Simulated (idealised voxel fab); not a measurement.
process module | voxel ribs on slabs
cross-section cut | 145 nm wide | cells 5 nm
A cross-section is a grid of square cells, given in bands from the top down. A band is one or more rows of cells.
Each band's line starts with the height of the band's top and of its bottom, in nm. Then come its materials from left to right, each with its width in nm. One material with "throughout" fills the band from edge to edge. "air" is empty space.
Height 0 is the level under which the wafer as received is all one material. The lowest band goes on downwards, as in "0 down".
A width such as "30 to 40" changes by the same amount from each row of cells to the next, from the band's top row to its bottom row.
"no change" after a step means that no cell of the cross-section changed.
closed voids: empty space of 8 cells or more with no open way to the top, each as width x height at its distance from the left edge, in nm
after a step's settings: what the simulator itself notes on the step
overlay nm, on a step with a mask: how far to the right of its planned place the mask lay; to the left if negative
plan
1 op RECEIVE | material Si
2 op DIRECTIONAL_DEP | material SiO2 | thk nm 25
3 op DIRECTIONAL_DEP | material polySi | thk nm 15
4 op DIRECTIONAL_DEP | material aC | thk nm 15
5 op PATTERN | tone cover | mask id RIB | material resist | width nm 25 | thk nm 35 | overlay nm 0
6 op DIRECTIONAL_ETCH | etch materials aC | depth nm 15
7 op STRIP | etch materials resist
8 op DIRECTIONAL_ETCH | etch materials polySi | depth nm 10
9 op STRIP | etch materials aC
10 op DIRECTIONAL_DEP | material aC | thk nm 10
11 op PATTERN | tone cover | mask id SLAB | material resist | width nm 85 | thk nm 25 | overlay nm 0
12 op DIRECTIONAL_ETCH | etch materials aC | depth nm 10
13 op STRIP | etch materials resist
14 op DIRECTIONAL_ETCH | etch materials polySi | depth nm 5
15 op STRIP | etch materials aC
16 op FILL_DEP | material SiO2 | thk nm 20
17 op CMP | height nm 50
18 op DIRECTIONAL_DEP | material W | thk nm 10
19 op PATTERN | tone cover | mask id HEATER | material resist | width nm 35 | thk nm 15 | overlay nm 0
20 op DIRECTIONAL_ETCH | etch materials W | depth nm 10
21 op STRIP | etch materials resist
22 op CONFORMAL_DEP | material SiN | thk nm 10
as received, after step 1
  0 down: Si throughout
  closed voids: none
a wafer at the end: this start, this plan, one mistake
  70 to 60: air 45 | SiN 55 | air 45
  60 to 50: SiN 55 | W 35 | SiN 55
  50 to 40: SiO2 throughout
  40 to 30: SiO2 60 | polySi 25 | SiO2 60
  30 to 25: SiO2 30 | polySi 85 | SiO2 30
  25 to 0: SiN throughout
  0 down: Si throughout
  closed voids: none
what went wrong: step 2 ran as: op DIRECTIONAL_DEP | material SiN | thk nm 25
